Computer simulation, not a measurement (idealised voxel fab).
process module | voxel quadruple lines
cross-section cut | 205 nm wide | cells 5 nm
A cross-section is a grid of square cells, given in bands from the top down. A band is one or more rows of cells.
Each band's line starts with the height of the band's top and of its bottom, in nm. Then come its materials from left to right, each with its width in nm. One material with "throughout" fills the band from edge to edge. "air" is empty space.
Height 0 is the level under which the wafer as received is all one material. The lowest band goes on downwards, as in "0 down".
A width such as "30 to 40" changes by the same amount from each row of cells to the next, from the band's top row to its bottom row.
"no change" after a step means that no cell of the cross-section changed.
closed voids: empty space of 8 cells or more with no open way to the top, each as width x height at its distance from the left edge, in nm
after a step's settings: what the simulator itself notes on the step
overlay nm, on a step with a mask: how far to the right of its planned place the mask lay; to the left if negative
plan
1 op RECEIVE | material Si
2 op CONFORMAL_DEP | material SiO2 | thk nm 5
3 op DIRECTIONAL_DEP | material Ru | thk nm 15
4 op DIRECTIONAL_DEP | material polySi | thk nm 15
5 op DIRECTIONAL_DEP | material aC | thk nm 20
6 op PATTERN | tone cover | mask id MANDREL | material resist | width nm 20 | pitch nm 60 | thk nm 25 | overlay nm 0
7 op DIRECTIONAL_ETCH | etch materials aC | depth nm 20
8 op STRIP | etch materials resist
9 op CONFORMAL_DEP | material SiO2 | thk nm 10
10 op DIRECTIONAL_ETCH | etch materials SiO2 | depth nm 10
11 op STRIP | etch materials aC
12 op DIRECTIONAL_ETCH | etch materials polySi | depth nm 15
13 op STRIP | etch materials SiO2
14 op CONFORMAL_DEP | material SiN | thk nm 5
15 op DIRECTIONAL_ETCH | etch materials SiN | depth nm 5
16 op STRIP | etch materials polySi
17 op DIRECTIONAL_ETCH | etch materials Ru | depth nm 15
18 op STRIP | etch materials SiN
as received, after step 1
  0 down: Si throughout
  closed voids: none
a wafer at the end: this start, this plan, one mistake
  20 to 5: air 45 | Ru 20 | air 10 | Ru 20 | air 10 | Ru 20 | air 10 | Ru 20 | air 50
  5 to 0: SiO2 throughout
  0 down: Si throughout
  closed voids: none
what went wrong: steps 16 and 17 were swapped
